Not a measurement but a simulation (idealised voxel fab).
process module | voxel self aligned contacts
cross-section cut | 235 nm wide | cells 5 nm
A cross-section is a grid of square cells, given in bands from the top down. A band is one or more rows of cells.
Each band's line starts with the height of the band's top and of its bottom, in nm. Then come its materials from left to right, each with its width in nm. One material with "throughout" fills the band from edge to edge. "air" is empty space.
Height 0 is the level under which the wafer as received is all one material. The lowest band goes on downwards, as in "0 down".
A width such as "30 to 40" changes by the same amount from each row of cells to the next, from the band's top row to its bottom row.
"no change" after a step means that no cell of the cross-section changed.
closed voids: empty space of 8 cells or more with no open way to the top, each as width x height at its distance from the left edge, in nm
after a step's settings: what the simulator itself notes on the step
overlay nm, on a step with a mask: how far to the right of its planned place the mask lay; to the left if negative
plan
1 op RECEIVE | material Si
2 op CONFORMAL_DEP | material SiO2 | thk nm 5
3 op DIRECTIONAL_DEP | material polySi | thk nm 30
4 op DIRECTIONAL_DEP | material SiN | thk nm 20
5 op DIRECTIONAL_DEP | material aC | thk nm 15
6 op PATTERN | tone cover | mask id GATE | material resist | width nm 35 | pitch nm 75 | thk nm 30 | overlay nm 0
7 op DIRECTIONAL_ETCH | etch materials aC | depth nm 15
8 op STRIP | etch materials resist
9 op DIRECTIONAL_ETCH | etch materials SiN | depth nm 20
10 op DIRECTIONAL_ETCH | etch materials polySi | depth nm 30
11 op STRIP | etch materials aC
12 op CONFORMAL_DEP | material SiN | thk nm 10
13 op DIRECTIONAL_ETCH | etch materials SiN | depth nm 10
14 op FILL_DEP | material SiO2 | thk nm 20
15 op CMP | height nm 65
16 op DIRECTIONAL_DEP | material aC | thk nm 15
17 op PATTERN | tone open | mask id CONTACT | material resist | width nm 50 | pitch nm 75 | thk nm 35 | overlay nm 0
18 op DIRECTIONAL_ETCH | etch materials aC | depth nm 15
19 op STRIP | etch materials resist
20 op DIRECTIONAL_ETCH | etch materials SiO2 | depth nm 65
21 op STRIP | etch materials aC
22 op CONFORMAL_DEP | material TiN | thk nm 5
23 op FILL_DEP | material W | thk nm 10
24 op CMP | height nm 65
25 op CONFORMAL_DEP | material SiCN | thk nm 5
as received, after step 1
  0 down: Si throughout
  closed voids: none
a wafer at the end: this start, this plan, one mistake
  70 to 65: SiCN throughout
  65 to 60: SiO2 15 | SiN 55 | TiN 5 | W 10 | TiN 5 | SiN 55 | TiN 5 | W 10 | TiN 5 | SiN 55 | SiO2 15
  60 to 55: SiO2 15 | SiN 55 | TiN 20 | SiN 55 | TiN 20 | SiN 55 | SiO2 15
  55 to 35: SiN throughout
  35 to 5: polySi throughout
  5 to 0: SiO2 throughout
  0 down: Si throughout
  closed voids: none
what went wrong: step 4 was run twice
